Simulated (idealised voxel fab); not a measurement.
Proc. module: voxel transistor to metal
Xsec cut, 190 nm wide, square cell size 5 nm.
Reading order for cross-sections: top band down to bottom band. Underlying form: a grid of square cells. Band size: one or more rows of cells.
Within each band entry, the heights of the top and of the bottom of the band appear first, in that order and in nm; the materials of the band then follow from left to right, each with its corresponding width in nm. The designation "everywhere" on a single material indicates that it fills the band from edge to edge; the designation "air" indicates empty space.
Note: height 0 marks the level under which the wafer is uniformly one material as received. Lowest band unbounded below, written "0 and below".
It should be noted that a width expressed as "30..40" varies in equal increments from row to row of cells within the band, taking the value of the first number at the top row and that of the second number at the bottom row.
Take "no alteration" at face value: in the step it is given for, the cross-section changed in none of its cells.
Empty spaces without an open route to the top, at least 8 cells in extent, make up the entry "Enclosed empty spaces"; each is given as width x height at distance, where the distance is measured from the left edge, and all are in nm.
Note: text after step settings on the step line = simulator remark on that step.
On any step carrying a mask, the "overlay nm" setting, if present on the step's line, tells how far right of its planned place the mask lay; negative values point to the left.
Process steps (planned)
1,RECEIVE [material Si]
2,CONFORMAL_DEP [material SiO2] [thk nm 5]
3,CONFORMAL_DEP [material SiN] [thk nm 15]
4,PATTERN [tone cover] [mask id ACTIVE] [material resist] [width nm 115] [thk nm 20] [overlay nm 0]
5,DIRECTIONAL_ETCH [etch materials SiN] [depth nm 15]
6,DIRECTIONAL_ETCH [etch materials SiO2] [depth nm 5]
7,DIRECTIONAL_ETCH [etch materials Si] [depth nm 35]
8,STRIP [etch materials resist]
9,FILL_DEP [material SiO2] [thk nm 10]
10,CMP [height nm 20]
11,SELECTIVE_ETCH [etch materials SiO2] [depth nm 15]
12,STRIP [etch materials SiN]
13,SELECTIVE_ETCH [etch materials SiO2] [depth nm 5]
14,OXIDIZE [depth nm 5]
15,DIRECTIONAL_DEP [material polySi] [thk nm 25]
16,DIRECTIONAL_DEP [material SiCN] [thk nm 15]
17,DIRECTIONAL_DEP [material aC] [thk nm 15]
18,PATTERN [tone cover] [mask id GATE] [material resist] [width nm 25] [thk nm 30] [overlay nm 0]
19,DIRECTIONAL_ETCH [etch materials aC] [depth nm 15]
20,STRIP [etch materials resist]
21,DIRECTIONAL_ETCH [etch materials SiCN] [depth nm 25]
22,DIRECTIONAL_ETCH [etch materials polySi] [depth nm 35]
23,STRIP [etch materials aC]
24,CONFORMAL_DEP [material SiO2] [thk nm 5]
25,DIRECTIONAL_ETCH [etch materials SiO2] [depth nm 5]
26,CONFORMAL_DEP [material SiN] [thk nm 10]
27,DIRECTIONAL_ETCH [etch materials SiN] [depth nm 10]
28,DIRECTIONAL_ETCH [etch materials SiO2] [depth nm 5]
29,EPI [material nSi] [thk nm 5]
30,FILL_DEP [material SiO2] [thk nm 10]
31,CMP [height nm 40]
32,DIRECTIONAL_DEP [material SiO2] [thk nm 10]
33,DIRECTIONAL_DEP [material aC] [thk nm 10]
34,PATTERN [tone open] [mask id CONTACT] [material resist] [width nm 20] [pitch nm 75] [thk nm 25] [overlay nm 0]
35,DIRECTIONAL_ETCH [etch materials aC] [depth nm 10]
36,STRIP [etch materials resist]
37,DIRECTIONAL_ETCH [etch materials SiO2] [depth nm 40]
38,STRIP [etch materials aC]
39,CONFORMAL_DEP [material TiN] [thk nm 5]
40,FILL_DEP [material Ru] [thk nm 5]
41,CMP [height nm 50]
42,DIRECTIONAL_DEP [material TiN] [thk nm 5]
43,DIRECTIONAL_DEP [material W] [thk nm 20]
44,MASKED_ETCH [tone cover] [mask id METAL_1] [width nm 20] [pitch nm 75] [etch materials W] [depth nm 20] [overlay nm 0]
45,MASKED_ETCH [tone cover] [mask id METAL_1] [width nm 20] [pitch nm 75] [etch materials TiN] [depth nm 5] [overlay nm 0]
46,FILL_DEP [material SiO2] [thk nm 5]
47,CMP [height nm 75]
48,CONFORMAL_DEP [material SiCN] [thk nm 5]
49,DIRECTIONAL_DEP [material lowk] [thk nm 35]
50,MASKED_ETCH [tone open] [mask id METAL_2] [width nm 20] [pitch nm 75] [etch materials lowk] [depth nm 20] [overlay nm 0]
51,PATTERN [tone open] [mask id METAL_2_HOLES] [material resist] [width nm 15] [pitch nm 75] [thk nm 15] [overlay nm 0]
52,DIRECTIONAL_ETCH [etch materials lowk] [depth nm 15]
53,DIRECTIONAL_ETCH [etch materials SiCN] [depth nm 5]
54,STRIP [etch materials resist]
55,CONFORMAL_DEP [material TiN] [thk nm 5]
56,FILL_DEP [material Ru] [thk nm 10]
57,CMP [height nm 115]
58,CONFORMAL_DEP [material SiCN] [thk nm 5]
For this document, wafers share an identical start and vary in the step 37 depth nm; the plan quotes the first wafer's value.
Cross-sectional view of the first of several wafers in the as-received condition, corresponding to the state following step 1
* 0 and below = Si everywhere
* Enclosed empty spaces: none
First of several wafers: cross-section at the end of the module, after step 58, its last step
* 120 down to 115 = SiCN everywhere
* 115 down to 100 = 45 of lowk | 5 of TiN | 10 of Ru | 5 of TiN | 55 of lowk | 5 of TiN | 10 of Ru | 5 of TiN | 50 of lowk
* 100 down to 95 = 45 of lowk | 5 of TiN | 5 of Ru | 10 of TiN | 55 of lowk | 5 of TiN | 5 of Ru | 10 of TiN | 50 of lowk
* 95 down to 80 = 45 of lowk | 5 of TiN | 5 of Ru | 5 of TiN | 60 of lowk | 5 of TiN | 5 of Ru | 5 of TiN | 55 of lowk
* 80 down to 75 = 45 of SiCN | 15 of TiN | 60 of SiCN | 15 of TiN | 55 of SiCN
* 75 down to 55 = 45 of SiO2 | 20 of W | 55 of SiO2 | 20 of W | 50 of SiO2
* 55 down to 50 = 45 of SiO2 | 20 of TiN | 55 of SiO2 | 20 of TiN | 50 of SiO2
* 50 down to 40 = 45 of SiO2 | 5 of TiN | 10 of Ru | 5 of TiN | 55 of SiO2 | 5 of TiN | 10 of Ru | 5 of TiN | 50 of SiO2
* 40 down to 25 = 45 of SiO2 | 5 of TiN | 10 of Ru | 5 of TiN | 10 of SiN | 5 of SiO2 | 25 of SiCN | 5 of SiO2 | 10 of SiN | 5 of TiN | 10 of Ru | 5 of TiN | 50 of SiO2
* 25 down to 15 = 45 of SiO2 | 5 of TiN | 10 of Ru | 5 of TiN | 10 of SiN | 5 of SiO2 | 25 of polySi | 5 of SiO2 | 10 of SiN | 5 of TiN | 10 of Ru | 5 of TiN | 50 of SiO2
* 15 down to 10 = 45 of SiO2 | 20 of TiN | 10 of SiN | 5 of SiO2 | 25 of polySi | 5 of SiO2 | 10 of SiN | 20 of TiN | 50 of SiO2
* 10 down to 0 = 65 of SiO2 | 10 of SiN | 5 of SiO2 | 25 of polySi | 5 of SiO2 | 10 of SiN | 70 of SiO2
* 0 down to -5 = 30 of SiO2 | 35 of nSi | 55 of SiO2 | 35 of nSi | 35 of SiO2
* -5 down to -35 = 35 of SiO2 | 115 of Si | 40 of SiO2
* -35 and below = Si everywhere
* Enclosed empty spaces: none
Here's the last wafer cross-sectioned at the end of the module
* 120 down to 115 = SiCN everywhere
* 115 down to 100 = 45 of lowk | 5 of TiN | 10 of Ru | 5 of TiN | 55 of lowk | 5 of TiN | 10 of Ru | 5 of TiN | 50 of lowk
* 100 down to 95 = 45 of lowk | 5 of TiN | 5 of Ru | 10 of TiN | 55 of lowk | 5 of TiN | 5 of Ru | 10 of TiN | 50 of lowk
* 95 down to 80 = 45 of lowk | 5 of TiN | 5 of Ru | 5 of TiN | 60 of lowk | 5 of TiN | 5 of Ru | 5 of TiN | 55 of lowk
* 80 down to 75 = 45 of SiCN | 15 of TiN | 60 of SiCN | 15 of TiN | 55 of SiCN
* 75 down to 55 = 45 of SiO2 | 20 of W | 55 of SiO2 | 20 of W | 50 of SiO2
* 55 down to 50 = 45 of SiO2 | 20 of TiN | 55 of SiO2 | 20 of TiN | 50 of SiO2
* 50 down to 40 = 45 of SiO2 | 5 of TiN | 10 of Ru | 5 of TiN | 55 of SiO2 | 5 of TiN | 10 of Ru | 5 of TiN | 50 of SiO2
* 40 down to 25 = 45 of SiO2 | 5 of TiN | 10 of Ru | 5 of TiN | 10 of SiN | 5 of SiO2 | 25 of SiCN | 5 of SiO2 | 10 of SiN | 5 of TiN | 10 of Ru | 5 of TiN | 50 of SiO2
* 25 down to 5 = 45 of SiO2 | 5 of TiN | 10 of Ru | 5 of TiN | 10 of SiN | 5 of SiO2 | 25 of polySi | 5 of SiO2 | 10 of SiN | 5 of TiN | 10 of Ru | 5 of TiN | 50 of SiO2
* 5 down to 0 = 45 of SiO2 | 20 of TiN | 10 of SiN | 5 of SiO2 | 25 of polySi | 5 of SiO2 | 10 of SiN | 20 of TiN | 50 of SiO2
* 0 down to -5 = 30 of SiO2 | 35 of nSi | 55 of SiO2 | 35 of nSi | 35 of SiO2
* -5 down to -35 = 35 of SiO2 | 115 of Si | 40 of SiO2
* -35 and below = Si everywhere
* Enclosed empty spaces: none
Note: the following table is arranged by wafer, a row apiece. Each row reports the end-of-module state: per material, cells gained (+) or cells lost (-) compared with the wafer as received; closed voids follow
depth nm 40, +48 Ru, -128 Si, +85 SiCN, +32 SiN, +508 SiO2, +80 TiN, +32 W, +216 lowk, +14 nSi, +25 polySi, Enclosed empty spaces: none
depth nm 45, +52 Ru, -128 Si, +85 SiCN, +32 SiN, +500 SiO2, +84 TiN, +32 W, +216 lowk, +14 nSi, +25 polySi, Enclosed empty spaces: none
depth nm 50, +56 Ru, -128 Si, +85 SiCN, +32 SiN, +492 SiO2, +88 TiN, +32 W, +216 lowk, +14 nSi, +25 polySi, Enclosed empty spaces: none
depth nm 55, +56 Ru, -128 Si, +85 SiCN, +32 SiN, +492 SiO2, +88 TiN, +32 W, +216 lowk, +14 nSi, +25 polySi, Enclosed empty spaces: none
depth nm 60, +56 Ru, -128 Si, +85 SiCN, +32 SiN, +492 SiO2, +88 TiN, +32 W, +216 lowk, +14 nSi, +25 polySi, Enclosed empty spaces: none
depth nm 65, +56 Ru, -128 Si, +85 SiCN, +32 SiN, +492 SiO2, +88 TiN, +32 W, +216 lowk, +14 nSi, +25 polySi, Enclosed empty spaces: none
